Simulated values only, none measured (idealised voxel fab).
This section sets out a process module, namely voxel spacer lines.
Square cell edge 5 nm, section width 210 nm, ID cut.
Reading order for cross-sections: top band down to bottom band. Underlying form: a grid of square cells. Band size: one or more rows of cells. In this notation a band is specified by the heights of its top and bottom, in that order and in nm, after which its materials appear from left to right, each paired with its width in nm. The word "edge to edge" attached to a single material means that material fills the band from edge to edge; the word "air" stands for empty space. Heads up on the height convention: 0 is the point under which the incoming wafer is all one material, and the lowest band has no bottom, it just keeps going down, like "0 -> down". Per-row width for "30->40": begins at first number (top row of band), ends at second number (bottom row), increment between rows held constant. "changes: none", as given for a step, is the statement that not any cell of the cross-section underwent a change during that step. For the entry "Sealed void inventory", the listed items are empty spaces with no open way to the top whose size is 8 cells or more; each item follows the pattern width x height at distance, where distance is from the left edge and all three are in nm. On a step's line, text after the settings is the simulator commenting on that step. On any step carrying a mask, the "overlay nm" setting, if present on the step's line, tells how far right of its planned place the mask lay; negative values point to the left.

-- Planned process steps
step 1: RECEIVE,material Si
step 2: CONFORMAL_DEP,material Al2O3,thk nm 5
step 3: DIRECTIONAL_DEP,material polySi,thk nm 15
step 4: DIRECTIONAL_DEP,material aC,thk nm 20
step 5: PATTERN,tone cover,mask id MANDREL,material resist,width nm 15,pitch nm 60,thk nm 25,overlay nm 0
step 6: DIRECTIONAL_ETCH,etch materials aC,depth nm 20
step 7: STRIP,etch materials resist
step 8: CONFORMAL_DEP,material SiO2,thk nm 15
step 9: DIRECTIONAL_ETCH,etch materials SiO2,depth nm 15
step 10: STRIP,etch materials aC
step 11: DIRECTIONAL_ETCH,etch materials polySi,depth nm 15
step 12: STRIP,etch materials SiO2
step 13: FILL_DEP,material SiO2,thk nm 10
step 14: CMP,height nm 20

-- Received-state cross-section, reflecting completion of step 1
- 0 -> down  Si edge to edge
- Sealed void inventory: none

-- As-planned run: cross-section of the first of two wafers at end of module
- 20 -> 5  50 SiO2; 15 polySi; 15 SiO2; 15 polySi; 15 SiO2; 15 polySi; 15 SiO2; 15 polySi; 55 SiO2
- 5 -> 0  Al2O3 edge to edge
- 0 -> down  Si edge to edge
- Sealed void inventory: none

-- End of module, second wafer, cross-section. Started like the first, planned like the first, run with one mistake
- 20 -> 15  50 SiO2; 15 polySi; 15 SiO2; 15 polySi; 15 SiO2; 15 polySi; 15 SiO2; 15 polySi; 55 SiO2
- 15 -> 0  Al2O3 edge to edge
- 0 -> down  Si edge to edge
- Sealed void inventory: none
Against the plan, the run slipped here: off-plan run, step 2, actual operation and settings CONFORMAL_DEP,material Al2O3,thk nm 15
Looking at both finished wafers in cells, the second ends up ahead of or behind the first on some materials: Al2O3: 84 more, SiO2: 60 fewer, polySi: 24 fewer
